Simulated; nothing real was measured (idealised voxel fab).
This is a process module. Its name is voxel self aligned vias.
The width of the displayed cross-section, cut, is 225 nm; its cells are square, with a size of 5 nm.
Think of the cross-section as a grid of square cells. We describe it in bands, top to bottom, and each band covers one or more rows of those cells. First you get the band's top height and its bottom height, in nm, and then the materials it's made of, left to right, with each width in nm. If you see a single material with "everywhere", that one covers the band edge to edge. "air" is empty space. Zero point of the height axis is 0; under it, received wafer = one material. Lowest band: continues down indefinitely, "from 0 down". Width spec "30->40" -> top row of cells at first value, bottom row at second value, equal per-row change in between. Given "no change" for a step, no cell of the cross-section differs between before and after that step. Entry "Sealed voids" = empty spaces >= 8 cells with no open way to the top; each as width x height at distance, distance from left edge, all nm. Text after the settings on a step's line: the simulator's own remark on that step. overlay nm: where the mask lay relative to plan, measured to the right, on steps with a mask; negatives go left.
This section lists the process steps that were planned
step 1: RECEIVE,material Si
step 2: CONFORMAL_DEP,material SiO2,thk nm 15
step 3: CONFORMAL_DEP,material SiCN,thk nm 5
step 4: DIRECTIONAL_DEP,material SiO2,thk nm 20
step 5: PATTERN,tone open,mask id LINES,material resist,width nm 20,pitch nm 50,thk nm 20,overlay nm 0
step 6: DIRECTIONAL_ETCH,etch materials SiO2,depth nm 20
step 7: STRIP,etch materials resist
step 8: CONFORMAL_DEP,material TiN,thk nm 5
step 9: FILL_DEP,material Ru,thk nm 5
step 10: CMP,height nm 40
step 11: SELECTIVE_ETCH,etch materials W Ru TiN,depth nm 5
step 12: FILL_DEP,material SiN,thk nm 5
step 13: CMP,height nm 40
step 14: DIRECTIONAL_DEP,material SiO2,thk nm 15
step 15: DIRECTIONAL_DEP,material aC,thk nm 10
step 16: PATTERN,tone open,mask id VIAS,material resist,width nm 30,pitch nm 50,thk nm 25,overlay nm 0
step 17: DIRECTIONAL_ETCH,etch materials aC,depth nm 10
step 18: STRIP,etch materials resist
step 19: DIRECTIONAL_ETCH,etch materials SiO2,depth nm 15
step 20: DIRECTIONAL_ETCH,etch materials SiN,depth nm 5
step 21: STRIP,etch materials aC
step 22: CONFORMAL_DEP,material TiN,thk nm 5
step 23: FILL_DEP,material Ru,thk nm 5
step 24: CMP,height nm 55
step 25: CONFORMAL_DEP,material SiN,thk nm 5
First out of two wafers; run went to plan
So this is the incoming wafer in cross-section - it's already been through step 1
> from 0 down = Si everywhere
> Sealed voids: none
Cross-sectional representation of the wafer at the conclusion of step 2
> from 15 to 0 = SiO2 everywhere
> Anything lower than 0 is untouched.
Cross-sectional representation of the wafer at the conclusion of step 3
> from 20 to 15 = SiCN everywhere
> Anything lower than 15 is untouched.
Cross-sectional representation of the wafer at the conclusion of step 4
> from 40 to 20 = SiO2 everywhere
> Anything lower than 20 is untouched.
Cross-sectional representation of the wafer at the conclusion of step 5
> from 60 to 40 = 50 of resist; 20 of air; 30 of resist; 20 of air; 30 of resist; 20 of air; 55 of resist
> Anything lower than 40 is untouched.
Cross-sectional representation of the wafer at the conclusion of step 6
> from 60 to 40 = 50 of resist; 20 of air; 30 of resist; 20 of air; 30 of resist; 20 of air; 55 of resist
> from 40 to 20 = 50 of SiO2; 20 of air; 30 of SiO2; 20 of air; 30 of SiO2; 20 of air; 55 of SiO2
> Anything lower than 20 is untouched.
Cross-sectional representation of the wafer at the conclusion of step 7
> from 40 to 20 = 50 of SiO2; 20 of air; 30 of SiO2; 20 of air; 30 of SiO2; 20 of air; 55 of SiO2
> Anything lower than 20 is untouched.
Cross-sectional representation of the wafer at the conclusion of step 8
> from 45 to 40 = 55 of TiN; 10 of air; 40 of TiN; 10 of air; 40 of TiN; 10 of air; 60 of TiN
> from 40 to 25 = 50 of SiO2; 5 of TiN; 10 of air; 5 of TiN; 30 of SiO2; 5 of TiN; 10 of air; 5 of TiN; 30 of SiO2; 5 of TiN; 10 of air; 5 of TiN; 55 of SiO2
> from 25 to 20 = 50 of SiO2; 20 of TiN; 30 of SiO2; 20 of TiN; 30 of SiO2; 20 of TiN; 55 of SiO2
> Anything lower than 20 is untouched.
Cross-sectional representation of the wafer at the conclusion of step 9
> from 50 to 45 = Ru everywhere
> from 45 to 40 = 55 of TiN; 10 of Ru; 40 of TiN; 10 of Ru; 40 of TiN; 10 of Ru; 60 of TiN
> from 40 to 25 = 50 of SiO2; 5 of TiN; 10 of Ru; 5 of TiN; 30 of SiO2; 5 of TiN; 10 of Ru; 5 of TiN; 30 of SiO2; 5 of TiN; 10 of Ru; 5 of TiN; 55 of SiO2
> Anything lower than 25 is untouched.
Cross-sectional representation of the wafer at the conclusion of step 10
> from 40 to 25 = 50 of SiO2; 5 of TiN; 10 of Ru; 5 of TiN; 30 of SiO2; 5 of TiN; 10 of Ru; 5 of TiN; 30 of SiO2; 5 of TiN; 10 of Ru; 5 of TiN; 55 of SiO2
> Anything lower than 25 is untouched.
Cross-sectional representation of the wafer at the conclusion of step 11
> from 40 to 35 = 50 of SiO2; 20 of air; 30 of SiO2; 20 of air; 30 of SiO2; 20 of air; 55 of SiO2
> Anything lower than 35 is untouched.
Cross-sectional representation of the wafer at the conclusion of step 12
> from 45 to 40 = SiN everywhere
> from 40 to 35 = 50 of SiO2; 20 of SiN; 30 of SiO2; 20 of SiN; 30 of SiO2; 20 of SiN; 55 of SiO2
> Anything lower than 35 is untouched.
Cross-sectional representation of the wafer at the conclusion of step 13
> from 40 to 35 = 50 of SiO2; 20 of SiN; 30 of SiO2; 20 of SiN; 30 of SiO2; 20 of SiN; 55 of SiO2
> Anything lower than 35 is untouched.
Cross-sectional representation of the wafer at the conclusion of step 14
> from 55 to 40 = SiO2 everywhere
> Anything lower than 40 is untouched.
Cross-sectional representation of the wafer at the conclusion of step 15
> from 65 to 55 = aC everywhere
> Anything lower than 55 is untouched.
Cross-sectional representation of the wafer at the conclusion of step 16
> from 90 to 65 = 45 of resist; 30 of air; 20 of resist; 30 of air; 20 of resist; 30 of air; 50 of resist
> Anything lower than 65 is untouched.
Cross-sectional representation of the wafer at the conclusion of step 17
> from 80 to 65 = 45 of resist; 30 of air; 20 of resist; 30 of air; 20 of resist; 30 of air; 50 of resist
> from 65 to 55 = 45 of aC; 30 of air; 20 of aC; 30 of air; 20 of aC; 30 of air; 50 of aC
> Anything lower than 55 is untouched.
Cross-sectional representation of the wafer at the conclusion of step 18
> from 65 to 55 = 45 of aC; 30 of air; 20 of aC; 30 of air; 20 of aC; 30 of air; 50 of aC
> Anything lower than 55 is untouched.
Cross-sectional representation of the wafer at the conclusion of step 19
> from 65 to 55 = 45 of aC; 30 of air; 20 of aC; 30 of air; 20 of aC; 30 of air; 50 of aC
> from 55 to 40 = 45 of SiO2; 30 of air; 20 of SiO2; 30 of air; 20 of SiO2; 30 of air; 50 of SiO2
> Anything lower than 40 is untouched.
Cross-sectional representation of the wafer at the conclusion of step 20
> from 65 to 55 = 45 of aC; 30 of air; 20 of aC; 30 of air; 20 of aC; 30 of air; 50 of aC
> from 55 to 40 = 45 of SiO2; 30 of air; 20 of SiO2; 30 of air; 20 of SiO2; 30 of air; 50 of SiO2
> from 40 to 35 = 50 of SiO2; 20 of air; 30 of SiO2; 20 of air; 30 of SiO2; 20 of air; 55 of SiO2
> Anything lower than 35 is untouched.
Cross-sectional representation of the wafer at the conclusion of step 21
> from 55 to 40 = 45 of SiO2; 30 of air; 20 of SiO2; 30 of air; 20 of SiO2; 30 of air; 50 of SiO2
> Anything lower than 40 is untouched.
Cross-sectional representation of the wafer at the conclusion of step 22
> from 60 to 55 = 50 of TiN; 20 of air; 30 of TiN; 20 of air; 30 of TiN; 20 of air; 55 of TiN
> from 55 to 45 = 45 of SiO2; 5 of TiN; 20 of air; 5 of TiN; 20 of SiO2; 5 of TiN; 20 of air; 5 of TiN; 20 of SiO2; 5 of TiN; 20 of air; 5 of TiN; 50 of SiO2
> from 45 to 40 = 45 of SiO2; 10 of TiN; 10 of air; 10 of TiN; 20 of SiO2; 10 of TiN; 10 of air; 10 of TiN; 20 of SiO2; 10 of TiN; 10 of air; 10 of TiN; 50 of SiO2
> from 40 to 35 = 50 of SiO2; 20 of TiN; 30 of SiO2; 20 of TiN; 30 of SiO2; 20 of TiN; 55 of SiO2
> Anything lower than 35 is untouched.
Cross-sectional representation of the wafer at the conclusion of step 23
> from 65 to 60 = Ru everywhere
> from 60 to 55 = 50 of TiN; 20 of Ru; 30 of TiN; 20 of Ru; 30 of TiN; 20 of Ru; 55 of TiN
> from 55 to 45 = 45 of SiO2; 5 of TiN; 20 of Ru; 5 of TiN; 20 of SiO2; 5 of TiN; 20 of Ru; 5 of TiN; 20 of SiO2; 5 of TiN; 20 of Ru; 5 of TiN; 50 of SiO2
> from 45 to 40 = 45 of SiO2; 10 of TiN; 10 of Ru; 10 of TiN; 20 of SiO2; 10 of TiN; 10 of Ru; 10 of TiN; 20 of SiO2; 10 of TiN; 10 of Ru; 10 of TiN; 50 of SiO2
> Anything lower than 40 is untouched.
Cross-sectional representation of the wafer at the conclusion of step 24
> from 55 to 45 = 45 of SiO2; 5 of TiN; 20 of Ru; 5 of TiN; 20 of SiO2; 5 of TiN; 20 of Ru; 5 of TiN; 20 of SiO2; 5 of TiN; 20 of Ru; 5 of TiN; 50 of SiO2
> Anything lower than 45 is untouched.
Cross-sectional representation of the wafer at the conclusion of step 25
> from 60 to 55 = SiN everywhere
> Anything lower than 55 is untouched.
Wafer two. Same start, same plan, one slip in execution. Same as wafer one through step 23, inclusive
Cross-section of the second wafer at the time step 24 of the plan should have ended
> from 60 to 55 = 50 of TiN; 20 of Ru; 30 of TiN; 20 of Ru; 30 of TiN; 20 of Ru; 55 of TiN
> Anything lower than 55 is untouched.
Cross-section of the second wafer at the time step 25 of the plan should have ended
> from 65 to 60 = SiN everywhere
> Anything lower than 60 is untouched.
In executing the process, a mistake was made relative to the plan: step 24 did not happen as planned, as run it was CMP,height nm 60
Per the end-of-run cell counts, the second wafer holds more or fewer of some materials than the first: Ru: 12 more; TiN: 33 more
